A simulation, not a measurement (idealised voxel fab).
Module name: voxel spacer lines (process module)
For reference, the cross-section in this document is cut, with width 155 nm and square cells of 5 nm.
Notation: cross-section as square-cell grid; stated in bands, top first, going down; one or more cell rows per band. It is stipulated that each band's entry specify, in nanometres, the height of the top of the band and then that of its bottom, followed by the materials of the band in left-to-right sequence, each together with its width in nanometres. A single material marked by the word "all across" is understood to fill the band from edge to edge; the word "air" is understood to denote empty space. Height 0 is the level under which the wafer as received is all one material. The lowest band goes on downwards, as in "top 0, no bottom". The notation "30 to 40" denotes a width that varies across the rows of cells in the band, beginning at the first number in the top row, finishing at the second number in the bottom row, and changing by an identical amount from each row to the next. "no modification" after a step means that no cell of the cross-section changed. "Sealed cavities" means: voids of 8 cells or more that are shut off from the top with no open way through. Written width x height at distance, distance from the left edge, in nm. What comes after the settings on a step's line is commentary from the simulator itself on that step. The "overlay nm" setting may appear on a step's line; for a step that uses a mask, it gives how far to the right of its planned position the mask lay, and a negative value indicates the left.
Steps in the process plan
1 op RECEIVE | material Si
2 op CONFORMAL_DEP | material Al2O3 | thk nm 5
3 op DIRECTIONAL_DEP | material SiN | thk nm 10
4 op DIRECTIONAL_DEP | material polySi | thk nm 20
5 op PATTERN | tone cover | mask id MANDREL | material resist | width nm 25 | pitch nm 70 | thk nm 25 | overlay nm 0
6 op DIRECTIONAL_ETCH | etch materials polySi | depth nm 20
7 op STRIP | etch materials resist
8 op CONFORMAL_DEP | material SiO2 | thk nm 10
9 op DIRECTIONAL_ETCH | etch materials SiO2 | depth nm 10
10 op STRIP | etch materials polySi
11 op DIRECTIONAL_ETCH | etch materials SiN | depth nm 10
12 op STRIP | etch materials SiO2
Wafer at receipt (post step 1), cross-section
  top 0, no bottom  Si all across
  Sealed cavities: none
first wafer at the end, as planned
  top 15, bottom 5  20 nm air, 10 nm SiN, 25 nm air, 10 nm SiN, 25 nm air, 10 nm SiN, 25 nm air, 10 nm SiN, 20 nm air
  top 5, bottom 0  Al2O3 all across
  top 0, no bottom  Si all across
  Sealed cavities: none
What the second wafer looks like in cross-section once the module is done. Its start and its plan matched the first wafer's exactly; what differed was one mistake in how it was run
  top 15, bottom 5  20 nm air, 45 nm SiN, 25 nm air, 45 nm SiN, 20 nm air
  top 5, bottom 0  Al2O3 all across
  top 0, no bottom  Si all across
  Sealed cavities: none
Heads up, the wafer didn't run the way we planned it: steps 10 and 11 of the plan were run in the wrong order, each in the other's place
FYI, end of process, the second wafer has more or fewer cells of some materials than the first: SiN +20
